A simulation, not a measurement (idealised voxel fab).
process module | voxel gate over fins
Square cells of 5 nm make up the cross-section cut, whose width is 295 nm.
Cross-section layout: square cells on a grid; listed as bands, top to bottom; a band spans one or more cell rows. What a band's entry tells you: where the top is and where the bottom is, as heights in nm, and after that what lies inside, material by material from left to right, each with its width in nm. Empty space is written as the word "empty", and a single material marked with the word "throughout" occupies the band from edge to edge. Beneath 0, the wafer as received is one material, and that level is where height counting begins. The lowest band goes on downward without a bottom; it is written like "0 -> down". A width given as "30->40" starts at the first number in the band's top row and ends at the second number in its bottom row, shifting by an equal amount at every step from row to row. "same as before" -> step changed no cross-section cell. Closed empty spaces (no open way to the top) of 8 cells or more are what "Closed voids list" lists, each as width x height at distance from the left edge, nm for all three. Where a step's line continues beyond its settings, the continuation is a remark by the simulator itself on that step. overlay nm: for a step with a mask, the amount by which the mask lay right of where it was planned; a negative amount means left of it.
Planned step list for the process:
- 1: RECEIVE | material Si
- 2: CONFORMAL_DEP | material SiN | thk nm 5
- 3: MASKED_ETCH | tone cover | mask id FINS | width nm 15 | pitch nm 40 | etch materials SiN | depth nm 5 | overlay nm 0
- 4: MASKED_ETCH | tone cover | mask id FINS | width nm 15 | pitch nm 40 | etch materials Si | depth nm 35 | overlay nm 0
- 5: FILL_DEP | material SiO2 | thk nm 5
- 6: CMP | height nm 5
- 7: SELECTIVE_ETCH | etch materials SiO2 | depth nm 20
- 8: STRIP | etch materials SiN
- 9: CONFORMAL_DEP | material HfO2 | thk nm 5
- 10: CONFORMAL_DEP | material TiN | thk nm 5
- 11: FILL_DEP | material W | thk nm 15
- 12: CMP | height nm 20
- 13: CONFORMAL_DEP | material SiN | thk nm 5
Delivered wafer in cross-section: state after step 1:
  0 -> down = Si throughout
  Closed voids list: none
Here's the wafer cut in cross-section after the module, started and planned just like above, except one thing was done wrong in the run:
  25 -> 20 = TiN throughout
  20 -> 10 = W throughout
  10 -> 5 = W: 70, then TiN: 35, then W: 5, then TiN: 35, then W: 5, then TiN: 35, then W: 5, then TiN: 35, then W: 70
  5 -> 0 = W: 70, then TiN: 5, then HfO2: 25, then TiN: 5, then W: 5, then TiN: 5, then HfO2: 25, then TiN: 5, then W: 5, then TiN: 5, then HfO2: 25, then TiN: 5, then W: 5, then TiN: 5, then HfO2: 25, then TiN: 5, then W: 70
  0 -> -5 = W: 70, then TiN: 5, then HfO2: 5, then Si: 15, then HfO2: 5, then TiN: 5, then W: 5, then TiN: 5, then HfO2: 5, then Si: 15, then HfO2: 5, then TiN: 5, then W: 5, then TiN: 5, then HfO2: 5, then Si: 15, then HfO2: 5, then TiN: 5, then W: 5, then TiN: 5, then HfO2: 5, then Si: 15, then HfO2: 5, then TiN: 5, then W: 70
  -5 -> -10 = TiN: 75, then HfO2: 5, then Si: 15, then HfO2: 5, then TiN: 15, then HfO2: 5, then Si: 15, then HfO2: 5, then TiN: 15, then HfO2: 5, then Si: 15, then HfO2: 5, then TiN: 15, then HfO2: 5, then Si: 15, then HfO2: 5, then TiN: 75
  -10 -> -15 = HfO2: 80, then Si: 15, then HfO2: 25, then Si: 15, then HfO2: 25, then Si: 15, then HfO2: 25, then Si: 15, then HfO2: 80
  -15 -> -35 = SiO2: 80, then Si: 15, then SiO2: 25, then Si: 15, then SiO2: 25, then Si: 15, then SiO2: 25, then Si: 15, then SiO2: 80
  -35 -> down = Si throughout
  Closed voids list: none
So what did we get wrong on this run? so step 13 ended up running with a different setting than we planned, it ran as CONFORMAL_DEP | material TiN | thk nm 5
